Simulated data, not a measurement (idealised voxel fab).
process module | voxel gate over fins
cross-section cut | 235 nm wide | cells 5 nm
A cross-section is a grid of square cells, given in bands from the top down. A band is one or more rows of cells.
Each band's line starts with the height of the band's top and of its bottom, in nm. Then come its materials from left to right, each with its width in nm. One material with "throughout" fills the band from edge to edge. "air" is empty space.
Height 0 is the level under which the wafer as received is all one material. The lowest band goes on downwards, as in "0 down".
A width such as "30 to 40" changes by the same amount from each row of cells to the next, from the band's top row to its bottom row.
"no change" after a step means that no cell of the cross-section changed.
closed voids: empty space of 8 cells or more with no open way to the top, each as width x height at its distance from the left edge, in nm
after a step's settings: what the simulator itself notes on the step
overlay nm, on a step with a mask: how far to the right of its planned place the mask lay; to the left if negative
plan
1 op RECEIVE | material Si
2 op CONFORMAL_DEP | material SiN | thk nm 5
3 op PATTERN | tone cover | mask id FINS | material resist | width nm 15 | pitch nm 35 | thk nm 15 | overlay nm -15
4 op DIRECTIONAL_ETCH | etch materials SiN | depth nm 5
5 op DIRECTIONAL_ETCH | etch materials Si | depth nm 35
6 op STRIP | etch materials resist
7 op FILL_DEP | material SiO2 | thk nm 15
8 op CMP | height nm 5
9 op SELECTIVE_ETCH | etch materials SiO2 | depth nm 15
10 op STRIP | etch materials SiN
11 op CONFORMAL_DEP | material HfO2 | thk nm 5
12 op CONFORMAL_DEP | material TiN | thk nm 5
13 op CONFORMAL_DEP | material TiAl | thk nm 5
14 op CONFORMAL_DEP | material TiN | thk nm 5
15 op FILL_DEP | material W | thk nm 15
16 op CMP | height nm 30
17 op CONFORMAL_DEP | material SiCN | thk nm 5
varied across the wafers: overlay nm of step 3. The plan shows the first wafer's value. All wafers start alike
first wafer as received, after step 1
  0 down: Si throughout
  closed voids: none
first wafer at the end, after step 17
  35 to 30: SiCN throughout
  30 to 20: W throughout
  20 to 15: W 55 | TiN 90 | W 90
  15 to 10: W 55 | TiN 5 | TiAl 80 | TiN 5 | W 90
  10 to 5: TiN 60 | TiAl 5 | TiN 70 | TiAl 5 | TiN 95
  5 to 0: TiAl 65 | TiN 5 | HfO2 25 | TiN 10 | HfO2 25 | TiN 5 | TiAl 100
  0 to -5: TiN 70 | HfO2 5 | Si 15 | HfO2 5 | TiN 10 | HfO2 5 | Si 15 | HfO2 5 | TiN 105
  -5 to -10: HfO2 75 | Si 15 | HfO2 20 | Si 15 | HfO2 110
  -10 to -35: SiO2 75 | Si 15 | SiO2 20 | Si 15 | SiO2 110
  -35 down: Si throughout
  closed voids: none
last wafer at the end
  35 to 30: SiCN throughout
  30 to 20: W throughout
  20 to 15: W 85 | TiN 90 | W 60
  15 to 10: W 85 | TiN 5 | TiAl 80 | TiN 5 | W 60
  10 to 5: TiN 90 | TiAl 5 | TiN 70 | TiAl 5 | TiN 65
  5 to 0: TiAl 95 | TiN 5 | HfO2 25 | TiN 10 | HfO2 25 | TiN 5 | TiAl 70
  0 to -5: TiN 100 | HfO2 5 | Si 15 | HfO2 5 | TiN 10 | HfO2 5 | Si 15 | HfO2 5 | TiN 75
  -5 to -10: HfO2 105 | Si 15 | HfO2 20 | Si 15 | HfO2 80
  -10 to -35: SiO2 105 | Si 15 | SiO2 20 | Si 15 | SiO2 80
  -35 down: Si throughout
  closed voids: none
each wafer at the end: cells of each material gained (+) or lost (-) since it was received, then its closed voids
overlay nm -15 | +55 HfO2 | -287 Si | +47 SiCN | +205 SiO2 | +51 TiAl | +106 TiN | +152 W | closed voids: none
overlay nm -10 | +55 HfO2 | -287 Si | +47 SiCN | +205 SiO2 | +51 TiAl | +106 TiN | +152 W | closed voids: none
overlay nm -5 | +55 HfO2 | -287 Si | +47 SiCN | +205 SiO2 | +51 TiAl | +106 TiN | +152 W | closed voids: none
overlay nm 0 | +55 HfO2 | -287 Si | +47 SiCN | +205 SiO2 | +51 TiAl | +106 TiN | +152 W | closed voids: none
overlay nm 5 | +55 HfO2 | -287 Si | +47 SiCN | +205 SiO2 | +51 TiAl | +106 TiN | +152 W | closed voids: none
overlay nm 10 | +55 HfO2 | -287 Si | +47 SiCN | +205 SiO2 | +51 TiAl | +106 TiN | +152 W | closed voids: none
overlay nm 15 | +55 HfO2 | -287 Si | +47 SiCN | +205 SiO2 | +51 TiAl | +106 TiN | +152 W | closed voids: none
